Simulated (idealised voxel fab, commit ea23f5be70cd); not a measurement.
process module | voxel wiring stack
cross-section cut | 245 nm wide | cells 5 nm
A cross-section is a grid of square cells, given in bands from the top down. A band is one or more rows of cells.
Each band's line starts with the height of the band's top and of its bottom, in nm. Then come its materials from left to right, each with its width in nm. One material with "throughout" fills the band from edge to edge. "air" is empty space.
Height 0 is the level under which the wafer as received is all one material. The lowest band goes on downwards, as in "0 down".
A width such as "30 to 40" changes by the same amount from each row of cells to the next, from the band's top row to its bottom row.
"no change" after a step means that no cell of the cross-section changed.
closed voids: empty space of 8 cells or more with no open way to the top, each as width x height at its distance from the left edge, in nm
after a step's settings: what the simulator itself notes on the step
overlay nm, on a step with a mask: how far to the right of its planned place the mask lay; to the left if negative
Each pair below shows a cross-section before one step and the cross-section after it, down to the lowest band that changed. The line under each pair gives the step between them, with its settings. The pairs can come from different runs of this module on the same starting wafer, so a pair continues from the pair above only where its "before" says so.
before
  90 to 85: Cu throughout
  85 to 80: TiN 90 | Cu 20 | TiN 25 | Cu 20 | TiN 90
  80 to 65: lowk 85 | TiN 5 | Cu 20 | TiN 5 | lowk 15 | TiN 5 | Cu 20 | TiN 5 | lowk 85
  65 to 60: lowk 85 | TiN 5 | Cu 5 | TiN 20 | lowk 15 | TiN 30 | lowk 85
  60 to 45: lowk 85 | TiN 5 | Cu 5 | TiN 5 | lowk 145
  45 to 40: SiCN 85 | TiN 15 | SiCN 145
  40 to 35: SiCN 80 | Ru 40 | SiCN 5 | Ru 40 | SiCN 80
  35 to 15: lowk 85 | TiN 5 | Ru 20 | TiN 5 | lowk 15 | TiN 5 | Ru 20 | TiN 5 | lowk 85
  15 to 10: SiN 85 | TiN 30 | SiN 15 | TiN 30 | SiN 85
  10 to 0: SiO2 throughout
  0 down: Si throughout
  closed voids: none
after
  85 to 80: TiN 90 | Cu 20 | TiN 25 | Cu 20 | TiN 90
  below 80: unchanged
  closed voids: none
the step between: op CMP | height nm 85
before: the cross-section after the pair above
after
  90 to 85: SiCN throughout
  below 85: unchanged
  closed voids: none
the step between: op CONFORMAL_DEP | material SiCN | thk nm 5
before
  35 to 15: lowk throughout
  15 to 10: SiN throughout
  10 to 0: SiO2 throughout
  0 down: Si throughout
  closed voids: none
after
  50 to 35: resist 90 | air 20 | resist 25 | air 20 | resist 90
  below 35: unchanged
  closed voids: none
the step between: op PATTERN | tone open | mask id METAL_1 | material resist | width nm 20 | pitch nm 45 | thk nm 15 | overlay nm 0
before: the cross-section after the pair above
after
  50 to 35: resist 90 | air 20 | resist 25 | air 20 | resist 90
  35 to 15: lowk 90 | air 20 | lowk 25 | air 20 | lowk 90
  below 15: unchanged
  closed voids: none
the step between: op DIRECTIONAL_ETCH | etch materials lowk | depth nm 20
before: the cross-section after the pair above
after
  50 to 35: resist 90 | air 20 | resist 25 | air 20 | resist 90
  35 to 15: lowk 90 | air 20 | lowk 25 | air 20 | lowk 90
  15 to 10: SiN 90 | air 20 | SiN 25 | air 20 | SiN 90
  below 10: unchanged
  closed voids: none
the step between: op DIRECTIONAL_ETCH | etch materials SiN | depth nm 5
before: the cross-section after the pair above
after
  35 to 15: lowk 90 | air 20 | lowk 25 | air 20 | lowk 90
  below 15: unchanged
  closed voids: none
the step between: op STRIP | etch materials resist
before: the cross-section after the pair above
after
  40 to 35: TiN 95 | air 10 | TiN 35 | air 10 | TiN 95
  35 to 15: lowk 90 | TiN 5 | air 10 | TiN 5 | lowk 25 | TiN 5 | air 10 | TiN 5 | lowk 90
  15 to 10: SiN 90 | TiN 20 | SiN 25 | TiN 20 | SiN 90
  below 10: unchanged
  closed voids: none
the step between: op CONFORMAL_DEP | material TiN | thk nm 5
before: the cross-section after the pair above
after
  45 to 40: Ru throughout
  40 to 35: TiN 95 | Ru 10 | TiN 35 | Ru 10 | TiN 95
  35 to 15: lowk 90 | TiN 5 | Ru 10 | TiN 5 | lowk 25 | TiN 5 | Ru 10 | TiN 5 | lowk 90
  below 15: unchanged
  closed voids: none
the step between: op FILL_DEP | material Ru | thk nm 5
before: the cross-section after the pair above
after
  35 to 15: lowk 90 | TiN 5 | Ru 10 | TiN 5 | lowk 25 | TiN 5 | Ru 10 | TiN 5 | lowk 90
  below 15: unchanged
  closed voids: none
the step between: op CMP | height nm 35
before: the cross-section after the pair above
after
  40 to 35: air 85 | Ru 30 | air 15 | Ru 30 | air 85
  below 35: unchanged
  closed voids: none
the step between: op EPI | material Ru | thk nm 5
before: the cross-section after the pair above
after
  45 to 40: SiCN throughout
  40 to 35: SiCN 85 | Ru 30 | SiCN 15 | Ru 30 | SiCN 85
  below 35: unchanged
  closed voids: none
the step between: op FILL_DEP | material SiCN | thk nm 5
before: the cross-section after the pair above
after
  80 to 45: lowk throughout
  below 45: unchanged
  closed voids: none
the step between: op DIRECTIONAL_DEP | material lowk | thk nm 35
before: the cross-section after the pair above
after
  90 to 80: aC throughout
  below 80: unchanged
  closed voids: none
the step between: op DIRECTIONAL_DEP | material aC | thk nm 10
before: the cross-section after the pair above
after
  115 to 90: resist 85 | air 30 | resist 15 | air 30 | resist 85
  below 90: unchanged
  closed voids: none
the step between: op PATTERN | tone open | mask id METAL_2 | material resist | width nm 30 | pitch nm 45 | thk nm 25 | overlay nm 0
before: the cross-section after the pair above
after
  105 to 90: resist 85 | air 30 | resist 15 | air 30 | resist 85
  90 to 80: aC 85 | air 30 | aC 15 | air 30 | aC 85
  below 80: unchanged
  closed voids: none
the step between: op DIRECTIONAL_ETCH | etch materials aC | depth nm 10
before: the cross-section after the pair above
after
  90 to 80: aC 85 | air 30 | aC 15 | air 30 | aC 85
  below 80: unchanged
  closed voids: none
the step between: op STRIP | etch materials resist
before: the cross-section after the pair above
after
  90 to 80: aC 85 | air 30 | aC 15 | air 30 | aC 85
  80 to 60: lowk 85 | air 30 | lowk 15 | air 30 | lowk 85
  below 60: unchanged
  closed voids: none
the step between: op DIRECTIONAL_ETCH | etch materials lowk | depth nm 20
before: the cross-section after the pair above
after
  80 to 60: lowk 85 | air 30 | lowk 15 | air 30 | lowk 85
  below 60: unchanged
  closed voids: none
the step between: op STRIP | etch materials aC
before: the cross-section after the pair above
after
  90 to 80: aC 85 | air 30 | aC 15 | air 30 | aC 85
  80 to 70: lowk 85 | air 30 | lowk 15 | air 30 | lowk 85
  70 to 60: lowk 85 | aC 30 | lowk 15 | aC 30 | lowk 85
  below 60: unchanged
  closed voids: none
the step between: op DIRECTIONAL_DEP | material aC | thk nm 10
before: the cross-section after the pair above
after
  120 to 90: resist 85 | air 15 | resist 145
  90 to 80: aC 85 | air 15 | resist 15 | aC 15 | resist 30 | aC 85
  80 to 70: lowk 85 | air 15 | resist 15 | lowk 15 | resist 30 | lowk 85
  below 70: unchanged
  closed voids: none
the step between: op PATTERN | tone open | mask id METAL_2_HOLES | material resist | width nm 15 | thk nm 30 | overlay nm 0
before: the cross-section after the pair above
after
  110 to 90: resist 85 | air 15 | resist 145
  90 to 80: aC 85 | air 15 | resist 15 | aC 15 | resist 30 | aC 85
  80 to 70: lowk 85 | air 15 | resist 15 | lowk 15 | resist 30 | lowk 85
  70 to 60: lowk 85 | air 15 | aC 15 | lowk 15 | aC 30 | lowk 85
  below 60: unchanged
  closed voids: none
the step between: op DIRECTIONAL_ETCH | etch materials aC | depth nm 10
before: the cross-section after the pair above
after
  90 to 80: aC 85 | air 30 | aC 15 | air 30 | aC 85
  80 to 70: lowk 85 | air 30 | lowk 15 | air 30 | lowk 85
  below 70: unchanged
  closed voids: none
the step between: op STRIP | etch materials resist
before: the cross-section after the pair above
after
  90 to 80: aC 85 | air 30 | aC 15 | air 30 | aC 85
  80 to 70: lowk 85 | air 30 | lowk 15 | air 30 | lowk 85
  70 to 60: lowk 85 | air 15 | aC 15 | lowk 15 | aC 30 | lowk 85
  60 to 45: lowk 85 | air 15 | lowk 145
  below 45: unchanged
  closed voids: none
the step between: op DIRECTIONAL_ETCH | etch materials lowk | depth nm 15
before: the cross-section after the pair above
after
  90 to 80: aC 85 | air 30 | aC 15 | air 30 | aC 85
  80 to 70: lowk 85 | air 30 | lowk 15 | air 30 | lowk 85
  70 to 60: lowk 85 | air 15 | aC 15 | lowk 15 | aC 30 | lowk 85
  60 to 45: lowk 85 | air 15 | lowk 145
  45 to 40: SiCN 85 | air 15 | SiCN 145
  below 40: unchanged
  closed voids: none
the step between: op DIRECTIONAL_ETCH | etch materials SiCN | depth nm 5
before: the cross-section after the pair above
after
  80 to 60: lowk 85 | air 30 | lowk 15 | air 30 | lowk 85
  below 60: unchanged
  closed voids: none
the step between: op STRIP | etch materials aC
before: the cross-section after the pair above
after
  85 to 80: TiN 90 | air 20 | TiN 25 | air 20 | TiN 90
  80 to 65: lowk 85 | TiN 5 | air 20 | TiN 5 | lowk 15 | TiN 5 | air 20 | TiN 5 | lowk 85
  65 to 60: lowk 85 | TiN 5 | air 5 | TiN 20 | lowk 15 | TiN 30 | lowk 85
  60 to 45: lowk 85 | TiN 5 | air 5 | TiN 5 | lowk 145
  45 to 40: SiCN 85 | TiN 15 | SiCN 145
  below 40: unchanged
  closed voids: none
the step between: op CONFORMAL_DEP | material TiN | thk nm 5
before: the cross-section after the pair above
after
  90 to 85: Cu throughout
  85 to 80: TiN 90 | Cu 20 | TiN 25 | Cu 20 | TiN 90
  80 to 65: lowk 85 | TiN 5 | Cu 20 | TiN 5 | lowk 15 | TiN 5 | Cu 20 | TiN 5 | lowk 85
  65 to 60: lowk 85 | TiN 5 | Cu 5 | TiN 20 | lowk 15 | TiN 30 | lowk 85
  60 to 45: lowk 85 | TiN 5 | Cu 5 | TiN 5 | lowk 145
  below 45: unchanged
  closed voids: none
the step between: op FILL_DEP | material Cu | thk nm 5
before: the cross-section after the pair above
after
  80 to 65: lowk 85 | TiN 5 | Cu 20 | TiN 5 | lowk 15 | TiN 5 | Cu 20 | TiN 5 | lowk 85
  below 65: unchanged
  closed voids: none
the step between: op CMP | height nm 80
before: the cross-section after the pair above
after
  85 to 80: SiCN throughout
  below 80: unchanged
  closed voids: none
the step between: op CONFORMAL_DEP | material SiCN | thk nm 5
before
  90 to 80: aC throughout
  80 to 45: lowk throughout
  45 to 40: SiCN throughout
  40 to 35: SiCN 80 | Ru 40 | SiCN 5 | Ru 40 | SiCN 80
  35 to 15: lowk 85 | TiN 5 | Ru 20 | TiN 5 | lowk 15 | TiN 5 | Ru 20 | TiN 5 | lowk 85
  15 to 10: SiN 85 | TiN 30 | SiN 15 | TiN 30 | SiN 85
  10 to 0: SiO2 throughout
  0 down: Si throughout
  closed voids: none
after
  115 to 90: resist 80 | air 30 | resist 15 | air 30 | resist 90
  below 90: unchanged
  closed voids: none
the step between: op PATTERN | tone open | mask id METAL_2 | material resist | width nm 30 | pitch nm 45 | thk nm 25 | overlay nm -5
before: the cross-section after the pair above
after
  105 to 90: resist 80 | air 30 | resist 15 | air 30 | resist 90
  90 to 80: aC 80 | air 30 | aC 15 | air 30 | aC 90
  below 80: unchanged
  closed voids: none
the step between: op DIRECTIONAL_ETCH | etch materials aC | depth nm 10
before: the cross-section after the pair above
after
  90 to 80: aC 80 | air 30 | aC 15 | air 30 | aC 90
  below 80: unchanged
  closed voids: none
the step between: op STRIP | etch materials resist
before: the cross-section after the pair above
after
  90 to 80: aC 80 | air 30 | aC 15 | air 30 | aC 90
  80 to 60: lowk 80 | air 30 | lowk 15 | air 30 | lowk 90
  below 60: unchanged
  closed voids: none
the step between: op DIRECTIONAL_ETCH | etch materials lowk | depth nm 20
before: the cross-section after the pair above
after
  80 to 60: lowk 80 | air 30 | lowk 15 | air 30 | lowk 90
  below 60: unchanged
  closed voids: none
the step between: op STRIP | etch materials aC
before: the cross-section after the pair above
after
  90 to 80: aC 80 | air 30 | aC 15 | air 30 | aC 90
  80 to 70: lowk 80 | air 30 | lowk 15 | air 30 | lowk 90
  70 to 60: lowk 80 | aC 30 | lowk 15 | aC 30 | lowk 90
  below 60: unchanged
  closed voids: none
the step between: op DIRECTIONAL_DEP | material aC | thk nm 10
before: the cross-section after the pair above
after
  120 to 90: resist 85 | air 15 | resist 145
  90 to 80: aC 80 | resist 5 | air 15 | resist 10 | aC 15 | resist 30 | aC 90
  80 to 70: lowk 80 | resist 5 | air 15 | resist 10 | lowk 15 | resist 30 | lowk 90
  below 70: unchanged
  closed voids: none
the step between: op PATTERN | tone open | mask id METAL_2_HOLES | material resist | width nm 15 | thk nm 30 | overlay nm 0
before: the cross-section after the pair above
after
  110 to 90: resist 85 | air 15 | resist 145
  90 to 80: aC 80 | resist 5 | air 15 | resist 10 | aC 15 | resist 30 | aC 90
  80 to 70: lowk 80 | resist 5 | air 15 | resist 10 | lowk 15 | resist 30 | lowk 90
  70 to 60: lowk 80 | aC 5 | air 15 | aC 10 | lowk 15 | aC 30 | lowk 90
  below 60: unchanged
  closed voids: none
the step between: op DIRECTIONAL_ETCH | etch materials aC | depth nm 10
before: the cross-section after the pair above
after
  90 to 80: aC 80 | air 30 | aC 15 | air 30 | aC 90
  80 to 70: lowk 80 | air 30 | lowk 15 | air 30 | lowk 90
  below 70: unchanged
  closed voids: none
the step between: op STRIP | etch materials resist
before: the cross-section after the pair above
after
  90 to 80: aC 80 | air 30 | aC 15 | air 30 | aC 90
  80 to 70: lowk 80 | air 30 | lowk 15 | air 30 | lowk 90
  70 to 60: lowk 80 | aC 5 | air 15 | aC 10 | lowk 15 | aC 30 | lowk 90
  60 to 45: lowk 85 | air 15 | lowk 145
  below 45: unchanged
  closed voids: none
the step between: op DIRECTIONAL_ETCH | etch materials lowk | depth nm 15
before: the cross-section after the pair above
after
  90 to 80: aC 80 | air 30 | aC 15 | air 30 | aC 90
  80 to 70: lowk 80 | air 30 | lowk 15 | air 30 | lowk 90
  70 to 60: lowk 80 | aC 5 | air 15 | aC 10 | lowk 15 | aC 30 | lowk 90
  60 to 45: lowk 85 | air 15 | lowk 145
  45 to 40: SiCN 85 | air 15 | SiCN 145
  below 40: unchanged
  closed voids: none
the step between: op DIRECTIONAL_ETCH | etch materials SiCN | depth nm 5
before: the cross-section after the pair above
after
  80 to 60: lowk 80 | air 30 | lowk 15 | air 30 | lowk 90
  below 60: unchanged
  closed voids: none
the step between: op STRIP | etch materials aC
before: the cross-section after the pair above
after
  85 to 80: TiN 85 | air 20 | TiN 25 | air 20 | TiN 95
  80 to 65: lowk 80 | TiN 5 | air 20 | TiN 5 | lowk 15 | TiN 5 | air 20 | TiN 5 | lowk 90
  65 to 60: lowk 80 | TiN 10 | air 5 | TiN 15 | lowk 15 | TiN 30 | lowk 90
  60 to 45: lowk 85 | TiN 5 | air 5 | TiN 5 | lowk 145
  45 to 40: SiCN 85 | TiN 15 | SiCN 145
  below 40: unchanged
  closed voids: none
the step between: op CONFORMAL_DEP | material TiN | thk nm 5
before: the cross-section after the pair above
after
  90 to 85: Cu throughout
  85 to 80: TiN 85 | Cu 20 | TiN 25 | Cu 20 | TiN 95
  80 to 65: lowk 80 | TiN 5 | Cu 20 | TiN 5 | lowk 15 | TiN 5 | Cu 20 | TiN 5 | lowk 90
  65 to 60: lowk 80 | TiN 10 | Cu 5 | TiN 15 | lowk 15 | TiN 30 | lowk 90
  60 to 45: lowk 85 | TiN 5 | Cu 5 | TiN 5 | lowk 145
  below 45: unchanged
  closed voids: none
the step between: op FILL_DEP | material Cu | thk nm 5
before: the cross-section after the pair above
after
  80 to 65: lowk 80 | TiN 5 | Cu 20 | TiN 5 | lowk 15 | TiN 5 | Cu 20 | TiN 5 | lowk 90
  below 65: unchanged
  closed voids: none
the step between: op CMP | height nm 80
before: the cross-section after the pair above
after
  85 to 80: SiCN throughout
  below 80: unchanged
  closed voids: none
the step between: op CONFORMAL_DEP | material SiCN | thk nm 5
before
  10 to 0: SiO2 throughout
  0 down: Si throughout
  closed voids: none
after
  15 to 10: SiCN throughout
  below 10: unchanged
  closed voids: none
the step between: op CONFORMAL_DEP | material SiCN | thk nm 5
before: the cross-section after the pair above
after
  35 to 15: lowk throughout
  below 15: unchanged
  closed voids: none
the step between: op DIRECTIONAL_DEP | material lowk | thk nm 20
before: the cross-section after the pair above
after
  50 to 35: resist 85 | air 30 | resist 15 | air 30 | resist 85
  below 35: unchanged
  closed voids: none
the step between: op PATTERN | tone open | mask id METAL_1 | material resist | width nm 30 | pitch nm 45 | thk nm 15 | overlay nm 0
before: the cross-section after the pair above
after
  50 to 35: resist 85 | air 30 | resist 15 | air 30 | resist 85
  35 to 15: lowk 85 | air 30 | lowk 15 | air 30 | lowk 85
  below 15: unchanged
  closed voids: none
the step between: op DIRECTIONAL_ETCH | etch materials lowk | depth nm 20
before: the cross-section after the pair above
after
  35 to 15: lowk 85 | air 30 | lowk 15 | air 30 | lowk 85
  below 15: unchanged
  closed voids: none
the step between: op STRIP | etch materials resist
before: the cross-section after the pair above
after
  40 to 35: TiN 90 | air 20 | TiN 25 | air 20 | TiN 90
  35 to 20: lowk 85 | TiN 5 | air 20 | TiN 5 | lowk 15 | TiN 5 | air 20 | TiN 5 | lowk 85
  20 to 15: lowk 85 | TiN 30 | lowk 15 | TiN 30 | lowk 85
  below 15: unchanged
  closed voids: none
the step between: op CONFORMAL_DEP | material TiN | thk nm 5
before: the cross-section after the pair above
after
  45 to 40: Ru throughout
  40 to 35: TiN 90 | Ru 20 | TiN 25 | Ru 20 | TiN 90
  35 to 20: lowk 85 | TiN 5 | Ru 20 | TiN 5 | lowk 15 | TiN 5 | Ru 20 | TiN 5 | lowk 85
  below 20: unchanged
  closed voids: none
the step between: op FILL_DEP | material Ru | thk nm 5
before: the cross-section after the pair above
after
  35 to 20: lowk 85 | TiN 5 | Ru 20 | TiN 5 | lowk 15 | TiN 5 | Ru 20 | TiN 5 | lowk 85
  below 20: unchanged
  closed voids: none
the step between: op CMP | height nm 35
before: the cross-section after the pair above
after
  40 to 35: air 80 | Ru 40 | air 5 | Ru 40 | air 80
  below 35: unchanged
  closed voids: none
the step between: op EPI | material Ru | thk nm 5
before: the cross-section after the pair above
after
  45 to 40: SiCN throughout
  40 to 35: SiCN 80 | Ru 40 | SiCN 5 | Ru 40 | SiCN 80
  below 35: unchanged
  closed voids: none
the step between: op FILL_DEP | material SiCN | thk nm 5
before: the cross-section after the pair above
after
  80 to 45: lowk throughout
  below 45: unchanged
  closed voids: none
the step between: op DIRECTIONAL_DEP | material lowk | thk nm 35
before: the cross-section after the pair above
after
  90 to 80: aC throughout
  below 80: unchanged
  closed voids: none
the step between: op DIRECTIONAL_DEP | material aC | thk nm 10
before: the cross-section after the pair above
after
  115 to 90: resist 85 | air 30 | resist 15 | air 30 | resist 85
  below 90: unchanged
  closed voids: none
the step between: op PATTERN | tone open | mask id METAL_2 | material resist | width nm 30 | pitch nm 45 | thk nm 25 | overlay nm 0
before: the cross-section after the pair above
after
  105 to 90: resist 85 | air 30 | resist 15 | air 30 | resist 85
  90 to 80: aC 85 | air 30 | aC 15 | air 30 | aC 85
  below 80: unchanged
  closed voids: none
the step between: op DIRECTIONAL_ETCH | etch materials aC | depth nm 10
before: the cross-section after the pair above
after
  90 to 80: aC 85 | air 30 | aC 15 | air 30 | aC 85
  below 80: unchanged
  closed voids: none
the step between: op STRIP | etch materials resist
before: the cross-section after the pair above
after
  90 to 80: aC 85 | air 30 | aC 15 | air 30 | aC 85
  80 to 60: lowk 85 | air 30 | lowk 15 | air 30 | lowk 85
  below 60: unchanged
  closed voids: none
the step between: op DIRECTIONAL_ETCH | etch materials lowk | depth nm 20
before: the cross-section after the pair above
after
  80 to 60: lowk 85 | air 30 | lowk 15 | air 30 | lowk 85
  below 60: unchanged
  closed voids: none
the step between: op STRIP | etch materials aC
before: the cross-section after the pair above
after
  90 to 80: aC 85 | air 30 | aC 15 | air 30 | aC 85
  80 to 70: lowk 85 | air 30 | lowk 15 | air 30 | lowk 85
  70 to 60: lowk 85 | aC 30 | lowk 15 | aC 30 | lowk 85
  below 60: unchanged
  closed voids: none
the step between: op DIRECTIONAL_DEP | material aC | thk nm 10
before: the cross-section after the pair above
after
  120 to 90: resist 85 | air 15 | resist 145
  90 to 80: aC 85 | air 15 | resist 15 | aC 15 | resist 30 | aC 85
  80 to 70: lowk 85 | air 15 | resist 15 | lowk 15 | resist 30 | lowk 85
  below 70: unchanged
  closed voids: none
the step between: op PATTERN | tone open | mask id METAL_2_HOLES | material resist | width nm 15 | thk nm 30 | overlay nm 0
before: the cross-section after the pair above
after
  110 to 90: resist 85 | air 15 | resist 145
  90 to 80: aC 85 | air 15 | resist 15 | aC 15 | resist 30 | aC 85
  80 to 70: lowk 85 | air 15 | resist 15 | lowk 15 | resist 30 | lowk 85
  70 to 60: lowk 85 | air 15 | aC 15 | lowk 15 | aC 30 | lowk 85
  below 60: unchanged
  closed voids: none
the step between: op DIRECTIONAL_ETCH | etch materials aC | depth nm 10
before: the cross-section after the pair above
after
  90 to 80: aC 85 | air 30 | aC 15 | air 30 | aC 85
  80 to 70: lowk 85 | air 30 | lowk 15 | air 30 | lowk 85
  below 70: unchanged
  closed voids: none
the step between: op STRIP | etch materials resist
before: the cross-section after the pair above
after
  90 to 80: aC 85 | air 30 | aC 15 | air 30 | aC 85
  80 to 70: lowk 85 | air 30 | lowk 15 | air 30 | lowk 85
  70 to 60: lowk 85 | air 15 | aC 15 | lowk 15 | aC 30 | lowk 85
  60 to 45: lowk 85 | air 15 | lowk 145
  below 45: unchanged
  closed voids: none
the step between: op DIRECTIONAL_ETCH | etch materials lowk | depth nm 15
before: the cross-section after the pair above
after
  90 to 80: aC 85 | air 30 | aC 15 | air 30 | aC 85
  80 to 70: lowk 85 | air 30 | lowk 15 | air 30 | lowk 85
  70 to 60: lowk 85 | air 15 | aC 15 | lowk 15 | aC 30 | lowk 85
  60 to 45: lowk 85 | air 15 | lowk 145
  45 to 40: SiCN 85 | air 15 | SiCN 145
  below 40: unchanged
  closed voids: none
the step between: op DIRECTIONAL_ETCH | etch materials SiCN | depth nm 5
before: the cross-section after the pair above
after
  80 to 60: lowk 85 | air 30 | lowk 15 | air 30 | lowk 85
  below 60: unchanged
  closed voids: none
the step between: op STRIP | etch materials aC
before: the cross-section after the pair above
after
  85 to 80: TiN 90 | air 20 | TiN 25 | air 20 | TiN 90
  80 to 65: lowk 85 | TiN 5 | air 20 | TiN 5 | lowk 15 | TiN 5 | air 20 | TiN 5 | lowk 85
  65 to 60: lowk 85 | TiN 5 | air 5 | TiN 20 | lowk 15 | TiN 30 | lowk 85
  60 to 45: lowk 85 | TiN 5 | air 5 | TiN 5 | lowk 145
  45 to 40: SiCN 85 | TiN 15 | SiCN 145
  below 40: unchanged
  closed voids: none
the step between: op CONFORMAL_DEP | material TiN | thk nm 5
before: the cross-section after the pair above
after
  90 to 85: Cu throughout
  85 to 80: TiN 90 | Cu 20 | TiN 25 | Cu 20 | TiN 90
  80 to 65: lowk 85 | TiN 5 | Cu 20 | TiN 5 | lowk 15 | TiN 5 | Cu 20 | TiN 5 | lowk 85
  65 to 60: lowk 85 | TiN 5 | Cu 5 | TiN 20 | lowk 15 | TiN 30 | lowk 85
  60 to 45: lowk 85 | TiN 5 | Cu 5 | TiN 5 | lowk 145
  below 45: unchanged
  closed voids: none
the step between: op FILL_DEP | material Cu | thk nm 5
before: the cross-section after the pair above
after
  80 to 65: lowk 85 | TiN 5 | Cu 20 | TiN 5 | lowk 15 | TiN 5 | Cu 20 | TiN 5 | lowk 85
  below 65: unchanged
  closed voids: none
the step between: op CMP | height nm 80
before: the cross-section after the pair above
after
  85 to 80: SiCN throughout
  below 80: unchanged
  closed voids: none
the step between: op CONFORMAL_DEP | material SiCN | thk nm 5
before
  35 to 15: lowk throughout
  15 to 10: SiN throughout
  10 to 0: SiO2 throughout
  0 down: Si throughout
  closed voids: none
after
  50 to 35: air 85 | resist 30 | air 15 | resist 30 | air 85
  below 35: unchanged
  closed voids: none
the step between: op PATTERN | tone cover | mask id METAL_1 | material resist | width nm 30 | pitch nm 45 | thk nm 15 | overlay nm 0
before: the cross-section after the pair above
after
  50 to 35: air 85 | resist 30 | air 15 | resist 30 | air 85
  35 to 15: air 85 | lowk 30 | air 15 | lowk 30 | air 85
  below 15: unchanged
  closed voids: none
the step between: op DIRECTIONAL_ETCH | etch materials lowk | depth nm 20
before: the cross-section after the pair above
after
  50 to 35: air 85 | resist 30 | air 15 | resist 30 | air 85
  35 to 15: air 85 | lowk 30 | air 15 | lowk 30 | air 85
  15 to 10: air 85 | SiN 30 | air 15 | SiN 30 | air 85
  below 10: unchanged
  closed voids: none
the step between: op DIRECTIONAL_ETCH | etch materials SiN | depth nm 5
before: the cross-section after the pair above
after
  35 to 15: air 85 | lowk 30 | air 15 | lowk 30 | air 85
  below 15: unchanged
  closed voids: none
the step between: op STRIP | etch materials resist
before: the cross-section after the pair above
after
  40 to 35: air 80 | TiN 40 | air 5 | TiN 40 | air 80
  35 to 15: air 80 | TiN 5 | lowk 30 | TiN 5 | air 5 | TiN 5 | lowk 30 | TiN 5 | air 80
  15 to 10: TiN 85 | SiN 30 | TiN 15 | SiN 30 | TiN 85
  below 10: unchanged
  closed voids: none
the step between: op CONFORMAL_DEP | material TiN | thk nm 5
before: the cross-section after the pair above
after
  45 to 40: Ru throughout
  40 to 35: Ru 80 | TiN 40 | Ru 5 | TiN 40 | Ru 80
  35 to 15: Ru 80 | TiN 5 | lowk 30 | TiN 5 | Ru 5 | TiN 5 | lowk 30 | TiN 5 | Ru 80
  below 15: unchanged
  closed voids: none
the step between: op FILL_DEP | material Ru | thk nm 5
before: the cross-section after the pair above
after
  35 to 15: Ru 80 | TiN 5 | lowk 30 | TiN 5 | Ru 5 | TiN 5 | lowk 30 | TiN 5 | Ru 80
  below 15: unchanged
  closed voids: none
the step between: op CMP | height nm 35
before: the cross-section after the pair above
after
  40 to 35: Ru 90 | air 20 | Ru 25 | air 20 | Ru 90
  below 35: unchanged
  closed voids: none
the step between: op EPI | material Ru | thk nm 5
before: the cross-section after the pair above
after
  45 to 40: SiCN throughout
  40 to 35: Ru 90 | SiCN 20 | Ru 25 | SiCN 20 | Ru 90
  below 35: unchanged
  closed voids: none
the step between: op FILL_DEP | material SiCN | thk nm 5
before: the cross-section after the pair above
after
  80 to 45: lowk throughout
  below 45: unchanged
  closed voids: none
the step between: op DIRECTIONAL_DEP | material lowk | thk nm 35
before: the cross-section after the pair above
after
  90 to 80: aC throughout
  below 80: unchanged
  closed voids: none
the step between: op DIRECTIONAL_DEP | material aC | thk nm 10
before: the cross-section after the pair above
after
  115 to 90: resist 85 | air 30 | resist 15 | air 30 | resist 85
  below 90: unchanged
  closed voids: none
the step between: op PATTERN | tone open | mask id METAL_2 | material resist | width nm 30 | pitch nm 45 | thk nm 25 | overlay nm 0
before: the cross-section after the pair above
after
  105 to 90: resist 85 | air 30 | resist 15 | air 30 | resist 85
  90 to 80: aC 85 | air 30 | aC 15 | air 30 | aC 85
  below 80: unchanged
  closed voids: none
the step between: op DIRECTIONAL_ETCH | etch materials aC | depth nm 10
before: the cross-section after the pair above
after
  90 to 80: aC 85 | air 30 | aC 15 | air 30 | aC 85
  below 80: unchanged
  closed voids: none
the step between: op STRIP | etch materials resist
before: the cross-section after the pair above
after
  90 to 80: aC 85 | air 30 | aC 15 | air 30 | aC 85
  80 to 60: lowk 85 | air 30 | lowk 15 | air 30 | lowk 85
  below 60: unchanged
  closed voids: none
the step between: op DIRECTIONAL_ETCH | etch materials lowk | depth nm 20
before: the cross-section after the pair above
after
  80 to 60: lowk 85 | air 30 | lowk 15 | air 30 | lowk 85
  below 60: unchanged
  closed voids: none
the step between: op STRIP | etch materials aC
before: the cross-section after the pair above
after
  90 to 80: aC 85 | air 30 | aC 15 | air 30 | aC 85
  80 to 70: lowk 85 | air 30 | lowk 15 | air 30 | lowk 85
  70 to 60: lowk 85 | aC 30 | lowk 15 | aC 30 | lowk 85
  below 60: unchanged
  closed voids: none
the step between: op DIRECTIONAL_DEP | material aC | thk nm 10
before: the cross-section after the pair above
after
  120 to 90: resist 85 | air 15 | resist 145
  90 to 80: aC 85 | air 15 | resist 15 | aC 15 | resist 30 | aC 85
  80 to 70: lowk 85 | air 15 | resist 15 | lowk 15 | resist 30 | lowk 85
  below 70: unchanged
  closed voids: none
the step between: op PATTERN | tone open | mask id METAL_2_HOLES | material resist | width nm 15 | thk nm 30 | overlay nm 0
before: the cross-section after the pair above
after
  110 to 90: resist 85 | air 15 | resist 145
  90 to 80: aC 85 | air 15 | resist 15 | aC 15 | resist 30 | aC 85
  80 to 70: lowk 85 | air 15 | resist 15 | lowk 15 | resist 30 | lowk 85
  70 to 60: lowk 85 | air 15 | aC 15 | lowk 15 | aC 30 | lowk 85
  below 60: unchanged
  closed voids: none
the step between: op DIRECTIONAL_ETCH | etch materials aC | depth nm 10
before: the cross-section after the pair above
after
  90 to 80: aC 85 | air 30 | aC 15 | air 30 | aC 85
  80 to 70: lowk 85 | air 30 | lowk 15 | air 30 | lowk 85
  below 70: unchanged
  closed voids: none
the step between: op STRIP | etch materials resist
before: the cross-section after the pair above
after
  90 to 80: aC 85 | air 30 | aC 15 | air 30 | aC 85
  80 to 70: lowk 85 | air 30 | lowk 15 | air 30 | lowk 85
  70 to 60: lowk 85 | air 15 | aC 15 | lowk 15 | aC 30 | lowk 85
  60 to 45: lowk 85 | air 15 | lowk 145
  below 45: unchanged
  closed voids: none
the step between: op DIRECTIONAL_ETCH | etch materials lowk | depth nm 15
before: the cross-section after the pair above
after
  90 to 80: aC 85 | air 30 | aC 15 | air 30 | aC 85
  80 to 70: lowk 85 | air 30 | lowk 15 | air 30 | lowk 85
  70 to 60: lowk 85 | air 15 | aC 15 | lowk 15 | aC 30 | lowk 85
  60 to 45: lowk 85 | air 15 | lowk 145
  45 to 40: SiCN 85 | air 15 | SiCN 145
  below 40: unchanged
  closed voids: none
the step between: op DIRECTIONAL_ETCH | etch materials SiCN | depth nm 5
before: the cross-section after the pair above
after
  80 to 60: lowk 85 | air 30 | lowk 15 | air 30 | lowk 85
  below 60: unchanged
  closed voids: none
the step between: op STRIP | etch materials aC
